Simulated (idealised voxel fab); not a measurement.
process module | voxel transistor to metal
cross-section cut | 205 nm wide | cells 5 nm
A cross-section is a grid of square cells, given in bands from the top down. A band is one or more rows of cells.
Each band's line starts with the height of the band's top and of its bottom, in nm. Then come its materials from left to right, each with its width in nm. One material with "throughout" fills the band from edge to edge. "air" is empty space.
Height 0 is the level under which the wafer as received is all one material. The lowest band goes on downwards, as in "0 down".
A width such as "30 to 40" changes by the same amount from each row of cells to the next, from the band's top row to its bottom row.
"no change" after a step means that no cell of the cross-section changed.
closed voids: empty space of 8 cells or more with no open way to the top, each as width x height at its distance from the left edge, in nm
after a step's settings: what the simulator itself notes on the step
overlay nm, on a step with a mask: how far to the right of its planned place the mask lay; to the left if negative
plan
1 op RECEIVE | material Si
2 op CONFORMAL_DEP | material SiO2 | thk nm 5
3 op CONFORMAL_DEP | material SiN | thk nm 15
4 op MASKED_ETCH | tone cover | mask id ACTIVE | width nm 95 | etch materials SiN | depth nm 15 | overlay nm 0
5 op MASKED_ETCH | tone cover | mask id ACTIVE | width nm 95 | etch materials SiO2 | depth nm 5 | overlay nm 0
6 op MASKED_ETCH | tone cover | mask id ACTIVE | width nm 95 | etch materials Si | depth nm 25 | overlay nm 0
7 op FILL_DEP | material SiO2 | thk nm 15
8 op CMP | height nm 20
9 op SELECTIVE_ETCH | etch materials SiO2 | depth nm 15
10 op STRIP | etch materials SiN
11 op SELECTIVE_ETCH | etch materials SiO2 | depth nm 5
12 op OXIDIZE | depth nm 5
13 op DIRECTIONAL_DEP | material polySi | thk nm 30
14 op DIRECTIONAL_DEP | material SiCN | thk nm 15
15 op DIRECTIONAL_DEP | material aC | thk nm 15
16 op PATTERN | tone cover | mask id GATE | material resist | width nm 15 | thk nm 35 | overlay nm 0
17 op DIRECTIONAL_ETCH | etch materials aC | depth nm 15
18 op STRIP | etch materials resist
19 op DIRECTIONAL_ETCH | etch materials SiCN | depth nm 25
20 op DIRECTIONAL_ETCH | etch materials polySi | depth nm 40
21 op STRIP | etch materials aC
22 op CONFORMAL_DEP | material SiN | thk nm 5
23 op DIRECTIONAL_ETCH | etch materials SiN | depth nm 5
24 op DIRECTIONAL_ETCH | etch materials SiO2 | depth nm 5
25 op DIRECTIONAL_ETCH | etch materials Si | depth nm 15
26 op EPI | material pSi | thk nm 20
27 op FILL_DEP | material SiO2 | thk nm 5
28 op CMP | height nm 45
29 op DIRECTIONAL_DEP | material SiO2 | thk nm 15
30 op PATTERN | tone open | mask id CONTACT | material resist | width nm 20 | pitch nm 65 | thk nm 15 | overlay nm 0
31 op DIRECTIONAL_ETCH | etch materials SiO2 | depth nm 60
32 op STRIP | etch materials resist
33 op CONFORMAL_DEP | material TiN | thk nm 5
34 op FILL_DEP | material W | thk nm 10
35 op CMP | height nm 60
36 op CONFORMAL_DEP | material SiCN | thk nm 5
37 op DIRECTIONAL_DEP | material lowk | thk nm 20
38 op MASKED_ETCH | tone open | mask id METAL_1 | width nm 20 | pitch nm 65 | etch materials lowk | depth nm 20 | overlay nm 0
39 op MASKED_ETCH | tone open | mask id METAL_1 | width nm 20 | pitch nm 65 | etch materials SiCN | depth nm 5 | overlay nm 0
40 op CONFORMAL_DEP | material TiN | thk nm 5
41 op FILL_DEP | material Cu | thk nm 5
42 op CMP | height nm 85
43 op CONFORMAL_DEP | material SiCN | thk nm 5
44 op DIRECTIONAL_DEP | material SiO2 | thk nm 30
45 op PATTERN | tone open | mask id METAL_2_HOLES | material resist | width nm 15 | pitch nm 65 | thk nm 15 | overlay nm 0
46 op DIRECTIONAL_ETCH | etch materials SiO2 | depth nm 30
47 op STRIP | etch materials resist
48 op MASKED_ETCH | tone open | mask id METAL_2 | width nm 20 | pitch nm 65 | etch materials SiO2 | depth nm 15 | overlay nm 0
49 op MASKED_ETCH | tone open | mask id METAL_2 | width nm 20 | pitch nm 65 | etch materials SiCN | depth nm 5 | overlay nm 0
50 op CONFORMAL_DEP | material TiN | thk nm 5
51 op FILL_DEP | material Cu | thk nm 10
52 op CMP | height nm 120
53 op CONFORMAL_DEP | material SiCN | thk nm 5
first wafer, as planned
as received, after step 1
  0 down: Si throughout
  closed voids: none
after step 2
  5 to 0: SiO2 throughout
  below 0: unchanged
after step 3
  20 to 5: SiN throughout
  below 5: unchanged
after step 4
  20 to 5: air 55 | SiN 95 | air 55
  below 5: unchanged
after step 5
  20 to 5: air 55 | SiN 95 | air 55
  5 to 0: air 55 | SiO2 95 | air 55
  below 0: unchanged
after step 6
  20 to 5: air 55 | SiN 95 | air 55
  5 to 0: air 55 | SiO2 95 | air 55
  0 to -25: air 55 | Si 95 | air 55
  below -25: unchanged
after step 7
  35 to 20: SiO2 throughout
  20 to 5: SiO2 55 | SiN 95 | SiO2 55
  5 to 0: SiO2 throughout
  0 to -25: SiO2 55 | Si 95 | SiO2 55
  below -25: unchanged
after step 8
  20 to 5: SiO2 55 | SiN 95 | SiO2 55
  below 5: unchanged
after step 9
  20 to 5: air 55 | SiN 95 | air 55
  below 5: unchanged
after step 10
  5 to 0: SiO2 throughout
  below 0: unchanged
after step 11
  0 to -25: SiO2 55 | Si 95 | SiO2 55
  below -25: unchanged
after step 12
  0 to -5: SiO2 throughout
  below -5: unchanged
after step 13
  30 to 0: polySi throughout
  below 0: unchanged
after step 14
  45 to 30: SiCN throughout
  below 30: unchanged
after step 15
  60 to 45: aC throughout
  below 45: unchanged
after step 16
  95 to 60: air 95 | resist 15 | air 95
  below 60: unchanged
after step 17
  80 to 60: air 95 | resist 15 | air 95
  60 to 45: air 95 | aC 15 | air 95
  below 45: unchanged
after step 18
  60 to 45: air 95 | aC 15 | air 95
  below 45: unchanged
after step 19
  60 to 45: air 95 | aC 15 | air 95
  45 to 30: air 95 | SiCN 15 | air 95
  below 30: unchanged
after step 20
  60 to 45: air 95 | aC 15 | air 95
  45 to 30: air 95 | SiCN 15 | air 95
  30 to 0: air 95 | polySi 15 | air 95
  below 0: unchanged
after step 21
  45 to 30: air 95 | SiCN 15 | air 95
  below 30: unchanged
after step 22
  50 to 45: air 90 | SiN 25 | air 90
  45 to 30: air 90 | SiN 5 | SiCN 15 | SiN 5 | air 90
  30 to 5: air 90 | SiN 5 | polySi 15 | SiN 5 | air 90
  5 to 0: SiN 95 | polySi 15 | SiN 95
  below 0: unchanged
after step 23
  45 to 30: air 90 | SiN 5 | SiCN 15 | SiN 5 | air 90
  30 to 0: air 90 | SiN 5 | polySi 15 | SiN 5 | air 90
  below 0: unchanged
after step 24
  45 to 30: air 90 | SiN 5 | SiCN 15 | SiN 5 | air 90
  30 to 0: air 90 | SiN 5 | polySi 15 | SiN 5 | air 90
  0 to -5: air 90 | SiO2 25 | air 90
  below -5: unchanged
after step 25
  45 to 30: air 90 | SiN 5 | SiCN 15 | SiN 5 | air 90
  30 to 0: air 90 | SiN 5 | polySi 15 | SiN 5 | air 90
  0 to -5: air 90 | SiO2 25 | air 90
  -5 to -20: SiO2 55 | air 35 | Si 25 | air 35 | SiO2 55
  below -20: unchanged
after step 26
  45 to 30: air 90 | SiN 5 | SiCN 15 | SiN 5 | air 90
  30 to 15: air 90 | SiN 5 | polySi 15 | SiN 5 | air 90
  15 to 0: air 70 | pSi 20 | SiN 5 | polySi 15 | SiN 5 | pSi 20 | air 70
  0 to -5: air 50 | pSi 40 | SiO2 25 | pSi 40 | air 50
  -5 to -20: SiO2 55 | pSi 35 | Si 25 | pSi 35 | SiO2 55
  below -20: unchanged
after step 27
  50 to 45: SiO2 throughout
  45 to 30: SiO2 90 | SiN 5 | SiCN 15 | SiN 5 | SiO2 90
  30 to 15: SiO2 90 | SiN 5 | polySi 15 | SiN 5 | SiO2 90
  15 to 0: SiO2 70 | pSi 20 | SiN 5 | polySi 15 | SiN 5 | pSi 20 | SiO2 70
  0 to -5: SiO2 50 | pSi 40 | SiO2 25 | pSi 40 | SiO2 50
  below -5: unchanged
after step 28
  45 to 30: SiO2 90 | SiN 5 | SiCN 15 | SiN 5 | SiO2 90
  below 30: unchanged
after step 29
  60 to 45: SiO2 throughout
  below 45: unchanged
after step 30
  75 to 60: resist 60 | air 20 | resist 45 | air 20 | resist 60
  below 60: unchanged
after step 31
  75 to 60: resist 60 | air 20 | resist 45 | air 20 | resist 60
  60 to 45: SiO2 60 | air 20 | SiO2 45 | air 20 | SiO2 60
  45 to 30: SiO2 60 | air 20 | SiO2 10 | SiN 5 | SiCN 15 | SiN 5 | SiO2 10 | air 20 | SiO2 60
  30 to 15: SiO2 60 | air 20 | SiO2 10 | SiN 5 | polySi 15 | SiN 5 | SiO2 10 | air 20 | SiO2 60
  15 to 0: SiO2 60 | air 10 | pSi 20 | SiN 5 | polySi 15 | SiN 5 | pSi 20 | air 10 | SiO2 60
  below 0: unchanged
after step 32
  60 to 45: SiO2 60 | air 20 | SiO2 45 | air 20 | SiO2 60
  below 45: unchanged
after step 33
  65 to 60: TiN 65 | air 10 | TiN 55 | air 10 | TiN 65
  60 to 45: SiO2 60 | TiN 5 | air 10 | TiN 5 | SiO2 45 | TiN 5 | air 10 | TiN 5 | SiO2 60
  45 to 30: SiO2 60 | TiN 5 | air 10 | TiN 5 | SiO2 10 | SiN 5 | SiCN 15 | SiN 5 | SiO2 10 | TiN 5 | air 10 | TiN 5 | SiO2 60
  30 to 20: SiO2 60 | TiN 5 | air 10 | TiN 5 | SiO2 10 | SiN 5 | polySi 15 | SiN 5 | SiO2 10 | TiN 5 | air 10 | TiN 5 | SiO2 60
  20 to 15: SiO2 60 | TiN 20 | SiO2 10 | SiN 5 | polySi 15 | SiN 5 | SiO2 10 | TiN 20 | SiO2 60
  15 to 0: SiO2 60 | TiN 10 | pSi 20 | SiN 5 | polySi 15 | SiN 5 | pSi 20 | TiN 10 | SiO2 60
  below 0: unchanged
after step 34
  75 to 65: W throughout
  65 to 60: TiN 65 | W 10 | TiN 55 | W 10 | TiN 65
  60 to 45: SiO2 60 | TiN 5 | W 10 | TiN 5 | SiO2 45 | TiN 5 | W 10 | TiN 5 | SiO2 60
  45 to 30: SiO2 60 | TiN 5 | W 10 | TiN 5 | SiO2 10 | SiN 5 | SiCN 15 | SiN 5 | SiO2 10 | TiN 5 | W 10 | TiN 5 | SiO2 60
  30 to 20: SiO2 60 | TiN 5 | W 10 | TiN 5 | SiO2 10 | SiN 5 | polySi 15 | SiN 5 | SiO2 10 | TiN 5 | W 10 | TiN 5 | SiO2 60
  below 20: unchanged
after step 35
  60 to 45: SiO2 60 | TiN 5 | W 10 | TiN 5 | SiO2 45 | TiN 5 | W 10 | TiN 5 | SiO2 60
  below 45: unchanged
after step 36
  65 to 60: SiCN throughout
  below 60: unchanged
after step 37
  85 to 65: lowk throughout
  below 65: unchanged
after step 38
  85 to 65: lowk 60 | air 20 | lowk 45 | air 20 | lowk 60
  below 65: unchanged
after step 39
  85 to 65: lowk 60 | air 20 | lowk 45 | air 20 | lowk 60
  65 to 60: SiCN 60 | air 20 | SiCN 45 | air 20 | SiCN 60
  below 60: unchanged
after step 40
  90 to 85: TiN 65 | air 10 | TiN 55 | air 10 | TiN 65
  85 to 65: lowk 60 | TiN 5 | air 10 | TiN 5 | lowk 45 | TiN 5 | air 10 | TiN 5 | lowk 60
  65 to 60: SiCN 60 | TiN 20 | SiCN 45 | TiN 20 | SiCN 60
  below 60: unchanged
after step 41
  95 to 90: Cu throughout
  90 to 85: TiN 65 | Cu 10 | TiN 55 | Cu 10 | TiN 65
  85 to 65: lowk 60 | TiN 5 | Cu 10 | TiN 5 | lowk 45 | TiN 5 | Cu 10 | TiN 5 | lowk 60
  below 65: unchanged
after step 42
  85 to 65: lowk 60 | TiN 5 | Cu 10 | TiN 5 | lowk 45 | TiN 5 | Cu 10 | TiN 5 | lowk 60
  below 65: unchanged
after step 43
  90 to 85: SiCN throughout
  below 85: unchanged
after step 44
  120 to 90: SiO2 throughout
  below 90: unchanged
after step 45
  135 to 120: resist 60 | air 15 | resist 50 | air 15 | resist 65
  below 120: unchanged
after step 46
  135 to 120: resist 60 | air 15 | resist 50 | air 15 | resist 65
  120 to 90: SiO2 60 | air 15 | SiO2 50 | air 15 | SiO2 65
  below 90: unchanged
after step 47
  120 to 90: SiO2 60 | air 15 | SiO2 50 | air 15 | SiO2 65
  below 90: unchanged
after step 48
  120 to 105: SiO2 60 | air 20 | SiO2 45 | air 20 | SiO2 60
  below 105: unchanged
after step 49
  120 to 105: SiO2 60 | air 20 | SiO2 45 | air 20 | SiO2 60
  105 to 90: SiO2 60 | air 15 | SiO2 50 | air 15 | SiO2 65
  90 to 85: SiCN 60 | air 15 | SiCN 50 | air 15 | SiCN 65
  below 85: unchanged
after step 50
  125 to 120: TiN 65 | air 10 | TiN 55 | air 10 | TiN 65
  120 to 110: SiO2 60 | TiN 5 | air 10 | TiN 5 | SiO2 45 | TiN 5 | air 10 | TiN 5 | SiO2 60
  110 to 105: SiO2 60 | TiN 5 | air 5 | TiN 10 | SiO2 45 | TiN 5 | air 5 | TiN 10 | SiO2 60
  105 to 90: SiO2 60 | TiN 5 | air 5 | TiN 5 | SiO2 50 | TiN 5 | air 5 | TiN 5 | SiO2 65
  90 to 85: SiCN 60 | TiN 15 | SiCN 50 | TiN 15 | SiCN 65
  below 85: unchanged
after step 51
  135 to 125: Cu throughout
  125 to 120: TiN 65 | Cu 10 | TiN 55 | Cu 10 | TiN 65
  120 to 110: SiO2 60 | TiN 5 | Cu 10 | TiN 5 | SiO2 45 | TiN 5 | Cu 10 | TiN 5 | SiO2 60
  110 to 105: SiO2 60 | TiN 5 | Cu 5 | TiN 10 | SiO2 45 | TiN 5 | Cu 5 | TiN 10 | SiO2 60
  105 to 90: SiO2 60 | TiN 5 | Cu 5 | TiN 5 | SiO2 50 | TiN 5 | Cu 5 | TiN 5 | SiO2 65
  below 90: unchanged
after step 52
  120 to 110: SiO2 60 | TiN 5 | Cu 10 | TiN 5 | SiO2 45 | TiN 5 | Cu 10 | TiN 5 | SiO2 60
  below 110: unchanged
after step 53
  125 to 120: SiCN throughout
  below 120: unchanged
second wafer: like start, like plan, one mistake. Through step 8 it matches the first wafer
when step 9 should have ended
  20 to 5: SiO2 55 | air 95 | SiO2 55
  below 5: unchanged
when step 10 should have ended
  5 to 0: SiO2 40 | air 125 | SiO2 40
  0 to -10: SiO2 40 | air 15 | Si 95 | air 15 | SiO2 40
  below -10: unchanged
when step 11 should have ended
  0 to -15: SiO2 35 | air 20 | Si 95 | air 20 | SiO2 35
  below -15: unchanged
when step 12 should have ended
  0 to -5: SiO2 35 | air 20 | SiO2 95 | air 20 | SiO2 35
  -5 to -15: SiO2 35 | air 20 | SiO2 5 | Si 85 | SiO2 5 | air 20 | SiO2 35
  -15 to -25: SiO2 60 to 55 | Si 85 to 95 | SiO2 60 to 55
  below -25: unchanged
when step 13 should have ended
  30 to 15: polySi 35 | air 20 | polySi 95 | air 20 | polySi 35
  15 to 0: polySi throughout
  0 to -5: SiO2 35 | polySi 20 | SiO2 95 | polySi 20 | SiO2 35
  -5 to -15: SiO2 35 | polySi 20 | SiO2 5 | Si 85 | SiO2 5 | polySi 20 | SiO2 35
  below -15: unchanged
when step 14 should have ended
  45 to 30: SiCN 35 | air 20 | SiCN 95 | air 20 | SiCN 35
  30 to 15: polySi 35 | SiCN 20 | polySi 95 | SiCN 20 | polySi 35
  below 15: unchanged
when step 15 should have ended
  60 to 45: aC 35 | air 20 | aC 95 | air 20 | aC 35
  45 to 30: SiCN 35 | aC 20 | SiCN 95 | aC 20 | SiCN 35
  below 30: unchanged
when step 16 should have ended
  95 to 60: air 95 | resist 15 | air 95
  below 60: unchanged
when step 17 should have ended
  80 to 60: air 95 | resist 15 | air 95
  60 to 45: air 95 | aC 15 | air 95
  45 to 30: SiCN 35 | air 20 | SiCN 95 | air 20 | SiCN 35
  below 30: unchanged
when step 18 should have ended
  60 to 45: air 95 | aC 15 | air 95
  below 45: unchanged
when step 19 should have ended
  60 to 45: air 95 | aC 15 | air 95
  45 to 30: air 95 | SiCN 15 | air 95
  30 to 15: polySi 35 | air 20 | polySi 95 | air 20 | polySi 35
  below 15: unchanged
when step 20 should have ended
  60 to 45: air 95 | aC 15 | air 95
  45 to 30: air 95 | SiCN 15 | air 95
  30 to 0: air 95 | polySi 15 | air 95
  0 to -5: SiO2 35 | air 20 | SiO2 95 | air 20 | SiO2 35
  -5 to -15: SiO2 35 | air 20 | SiO2 5 | Si 85 | SiO2 5 | air 20 | SiO2 35
  below -15: unchanged
when step 21 should have ended
  45 to 30: air 95 | SiCN 15 | air 95
  below 30: unchanged
when step 22 should have ended
  50 to 45: air 90 | SiN 25 | air 90
  45 to 30: air 90 | SiN 5 | SiCN 15 | SiN 5 | air 90
  30 to 5: air 90 | SiN 5 | polySi 15 | SiN 5 | air 90
  5 to 0: SiN 40 | air 10 | SiN 45 | polySi 15 | SiN 45 | air 10 | SiN 40
  0 to -5: SiO2 35 | SiN 5 | air 10 | SiN 5 | SiO2 95 | SiN 5 | air 10 | SiN 5 | SiO2 35
  -5 to -10: SiO2 35 | SiN 5 | air 10 | SiN 5 | SiO2 5 | Si 85 | SiO2 5 | SiN 5 | air 10 | SiN 5 | SiO2 35
  -10 to -15: SiO2 35 | SiN 20 | SiO2 5 | Si 85 | SiO2 5 | SiN 20 | SiO2 35
  below -15: unchanged
when step 23 should have ended
  45 to 30: air 90 | SiN 5 | SiCN 15 | SiN 5 | air 90
  30 to 0: air 90 | SiN 5 | polySi 15 | SiN 5 | air 90
  0 to -5: SiO2 35 | SiN 5 | air 10 | SiN 5 | SiO2 95 | SiN 5 | air 10 | SiN 5 | SiO2 35
  -5 to -15: SiO2 35 | SiN 5 | air 10 | SiN 5 | SiO2 5 | Si 85 | SiO2 5 | SiN 5 | air 10 | SiN 5 | SiO2 35
  below -15: unchanged
when step 24 should have ended
  45 to 30: air 90 | SiN 5 | SiCN 15 | SiN 5 | air 90
  30 to 0: air 90 | SiN 5 | polySi 15 | SiN 5 | air 90
  0 to -5: air 35 | SiN 5 | air 10 | SiN 5 | air 35 | SiO2 25 | air 35 | SiN 5 | air 10 | SiN 5 | air 35
  -5 to -15: SiO2 35 | SiN 5 | air 10 | SiN 5 | SiO2 5 | Si 85 | SiO2 5 | SiN 5 | air 10 | SiN 5 | SiO2 35
  -15 to -20: SiO2 40 | air 10 | SiO2 10 | Si 85 | SiO2 10 | air 10 | SiO2 40
  below -20: unchanged
when step 25 should have ended
  45 to 30: air 90 | SiN 5 | SiCN 15 | SiN 5 | air 90
  30 to 0: air 90 | SiN 5 | polySi 15 | SiN 5 | air 90
  0 to -5: air 35 | SiN 5 | air 10 | SiN 5 | air 35 | SiO2 25 | air 35 | SiN 5 | air 10 | SiN 5 | air 35
  -5 to -15: SiO2 35 | SiN 5 | air 10 | SiN 5 | SiO2 5 | air 30 | Si 25 | air 30 | SiO2 5 | SiN 5 | air 10 | SiN 5 | SiO2 35
  -15 to -20: SiO2 40 | air 10 | SiO2 10 | air 30 | Si 25 | air 30 | SiO2 10 | air 10 | SiO2 40
  below -20: unchanged
when step 26 should have ended
  45 to 30: air 90 | SiN 5 | SiCN 15 | SiN 5 | air 90
  30 to 15: air 90 | SiN 5 | polySi 15 | SiN 5 | air 90
  15 to 0: air 70 | pSi 20 | SiN 5 | polySi 15 | SiN 5 | pSi 20 | air 70
  0 to -5: air 35 | SiN 5 | air 10 | SiN 5 | pSi 35 | SiO2 25 | pSi 35 | SiN 5 | air 10 | SiN 5 | air 35
  -5 to -15: SiO2 35 | SiN 5 | air 10 | SiN 5 | SiO2 5 | pSi 30 | Si 25 | pSi 30 | SiO2 5 | SiN 5 | air 10 | SiN 5 | SiO2 35
  -15 to -20: SiO2 40 | air 10 | SiO2 10 | pSi 30 | Si 25 | pSi 30 | SiO2 10 | air 10 | SiO2 40
  below -20: unchanged
when step 27 should have ended
  50 to 45: SiO2 throughout
  45 to 30: SiO2 90 | SiN 5 | SiCN 15 | SiN 5 | SiO2 90
  30 to 15: SiO2 90 | SiN 5 | polySi 15 | SiN 5 | SiO2 90
  15 to 0: SiO2 70 | pSi 20 | SiN 5 | polySi 15 | SiN 5 | pSi 20 | SiO2 70
  0 to -5: SiO2 35 | SiN 5 | SiO2 10 | SiN 5 | pSi 35 | SiO2 25 | pSi 35 | SiN 5 | SiO2 10 | SiN 5 | SiO2 35
  -5 to -15: SiO2 35 | SiN 5 | SiO2 10 | SiN 5 | SiO2 5 | pSi 30 | Si 25 | pSi 30 | SiO2 5 | SiN 5 | SiO2 10 | SiN 5 | SiO2 35
  -15 to -20: SiO2 60 | pSi 30 | Si 25 | pSi 30 | SiO2 60
  below -20: unchanged
when step 28 should have ended
  45 to 30: SiO2 90 | SiN 5 | SiCN 15 | SiN 5 | SiO2 90
  below 30: unchanged
when step 29 should have ended
  60 to 45: SiO2 throughout
  below 45: unchanged
when step 30 should have ended
  75 to 60: resist 60 | air 20 | resist 45 | air 20 | resist 60
  below 60: unchanged
when step 31 should have ended
  75 to 60: resist 60 | air 20 | resist 45 | air 20 | resist 60
  60 to 45: SiO2 60 | air 20 | SiO2 45 | air 20 | SiO2 60
  45 to 30: SiO2 60 | air 20 | SiO2 10 | SiN 5 | SiCN 15 | SiN 5 | SiO2 10 | air 20 | SiO2 60
  30 to 15: SiO2 60 | air 20 | SiO2 10 | SiN 5 | polySi 15 | SiN 5 | SiO2 10 | air 20 | SiO2 60
  15 to 0: SiO2 60 | air 10 | pSi 20 | SiN 5 | polySi 15 | SiN 5 | pSi 20 | air 10 | SiO2 60
  below 0: unchanged
when step 32 should have ended
  60 to 45: SiO2 60 | air 20 | SiO2 45 | air 20 | SiO2 60
  below 45: unchanged
when step 33 should have ended
  65 to 60: TiN 65 | air 10 | TiN 55 | air 10 | TiN 65
  60 to 45: SiO2 60 | TiN 5 | air 10 | TiN 5 | SiO2 45 | TiN 5 | air 10 | TiN 5 | SiO2 60
  45 to 30: SiO2 60 | TiN 5 | air 10 | TiN 5 | SiO2 10 | SiN 5 | SiCN 15 | SiN 5 | SiO2 10 | TiN 5 | air 10 | TiN 5 | SiO2 60
  30 to 20: SiO2 60 | TiN 5 | air 10 | TiN 5 | SiO2 10 | SiN 5 | polySi 15 | SiN 5 | SiO2 10 | TiN 5 | air 10 | TiN 5 | SiO2 60
  20 to 15: SiO2 60 | TiN 20 | SiO2 10 | SiN 5 | polySi 15 | SiN 5 | SiO2 10 | TiN 20 | SiO2 60
  15 to 0: SiO2 60 | TiN 10 | pSi 20 | SiN 5 | polySi 15 | SiN 5 | pSi 20 | TiN 10 | SiO2 60
  below 0: unchanged
when step 34 should have ended
  75 to 65: W throughout
  65 to 60: TiN 65 | W 10 | TiN 55 | W 10 | TiN 65
  60 to 45: SiO2 60 | TiN 5 | W 10 | TiN 5 | SiO2 45 | TiN 5 | W 10 | TiN 5 | SiO2 60
  45 to 30: SiO2 60 | TiN 5 | W 10 | TiN 5 | SiO2 10 | SiN 5 | SiCN 15 | SiN 5 | SiO2 10 | TiN 5 | W 10 | TiN 5 | SiO2 60
  30 to 20: SiO2 60 | TiN 5 | W 10 | TiN 5 | SiO2 10 | SiN 5 | polySi 15 | SiN 5 | SiO2 10 | TiN 5 | W 10 | TiN 5 | SiO2 60
  below 20: unchanged
when step 35 should have ended
  60 to 45: SiO2 60 | TiN 5 | W 10 | TiN 5 | SiO2 45 | TiN 5 | W 10 | TiN 5 | SiO2 60
  below 45: unchanged
when step 36 should have ended
  65 to 60: SiCN throughout
  below 60: unchanged
when step 37 should have ended
  85 to 65: lowk throughout
  below 65: unchanged
when step 38 should have ended
  85 to 65: lowk 60 | air 20 | lowk 45 | air 20 | lowk 60
  below 65: unchanged
when step 39 should have ended
  85 to 65: lowk 60 | air 20 | lowk 45 | air 20 | lowk 60
  65 to 60: SiCN 60 | air 20 | SiCN 45 | air 20 | SiCN 60
  below 60: unchanged
when step 40 should have ended
  90 to 85: TiN 65 | air 10 | TiN 55 | air 10 | TiN 65
  85 to 65: lowk 60 | TiN 5 | air 10 | TiN 5 | lowk 45 | TiN 5 | air 10 | TiN 5 | lowk 60
  65 to 60: SiCN 60 | TiN 20 | SiCN 45 | TiN 20 | SiCN 60
  below 60: unchanged
when step 41 should have ended
  95 to 90: Cu throughout
  90 to 85: TiN 65 | Cu 10 | TiN 55 | Cu 10 | TiN 65
  85 to 65: lowk 60 | TiN 5 | Cu 10 | TiN 5 | lowk 45 | TiN 5 | Cu 10 | TiN 5 | lowk 60
  below 65: unchanged
when step 42 should have ended
  85 to 65: lowk 60 | TiN 5 | Cu 10 | TiN 5 | lowk 45 | TiN 5 | Cu 10 | TiN 5 | lowk 60
  below 65: unchanged
when step 43 should have ended
  90 to 85: SiCN throughout
  below 85: unchanged
when step 44 should have ended
  120 to 90: SiO2 throughout
  below 90: unchanged
when step 45 should have ended
  135 to 120: resist 60 | air 15 | resist 50 | air 15 | resist 65
  below 120: unchanged
when step 46 should have ended
  135 to 120: resist 60 | air 15 | resist 50 | air 15 | resist 65
  120 to 90: SiO2 60 | air 15 | SiO2 50 | air 15 | SiO2 65
  below 90: unchanged
when step 47 should have ended
  120 to 90: SiO2 60 | air 15 | SiO2 50 | air 15 | SiO2 65
  below 90: unchanged
when step 48 should have ended
  120 to 105: SiO2 60 | air 20 | SiO2 45 | air 20 | SiO2 60
  below 105: unchanged
when step 49 should have ended
  120 to 105: SiO2 60 | air 20 | SiO2 45 | air 20 | SiO2 60
  105 to 90: SiO2 60 | air 15 | SiO2 50 | air 15 | SiO2 65
  90 to 85: SiCN 60 | air 15 | SiCN 50 | air 15 | SiCN 65
  below 85: unchanged
when step 50 should have ended
  125 to 120: TiN 65 | air 10 | TiN 55 | air 10 | TiN 65
  120 to 110: SiO2 60 | TiN 5 | air 10 | TiN 5 | SiO2 45 | TiN 5 | air 10 | TiN 5 | SiO2 60
  110 to 105: SiO2 60 | TiN 5 | air 5 | TiN 10 | SiO2 45 | TiN 5 | air 5 | TiN 10 | SiO2 60
  105 to 90: SiO2 60 | TiN 5 | air 5 | TiN 5 | SiO2 50 | TiN 5 | air 5 | TiN 5 | SiO2 65
  90 to 85: SiCN 60 | TiN 15 | SiCN 50 | TiN 15 | SiCN 65
  below 85: unchanged
when step 51 should have ended
  135 to 125: Cu throughout
  125 to 120: TiN 65 | Cu 10 | TiN 55 | Cu 10 | TiN 65
  120 to 110: SiO2 60 | TiN 5 | Cu 10 | TiN 5 | SiO2 45 | TiN 5 | Cu 10 | TiN 5 | SiO2 60
  110 to 105: SiO2 60 | TiN 5 | Cu 5 | TiN 10 | SiO2 45 | TiN 5 | Cu 5 | TiN 10 | SiO2 60
  105 to 90: SiO2 60 | TiN 5 | Cu 5 | TiN 5 | SiO2 50 | TiN 5 | Cu 5 | TiN 5 | SiO2 65
  below 90: unchanged
when step 52 should have ended
  120 to 110: SiO2 60 | TiN 5 | Cu 10 | TiN 5 | SiO2 45 | TiN 5 | Cu 10 | TiN 5 | SiO2 60
  below 110: unchanged
when step 53 should have ended
  125 to 120: SiCN throughout
  below 120: unchanged
what went wrong: steps 9 and 10 were swapped
at the end the second wafer has, in cells: 12 more of SiN | 4 fewer of SiO2 | 8 fewer of pSi
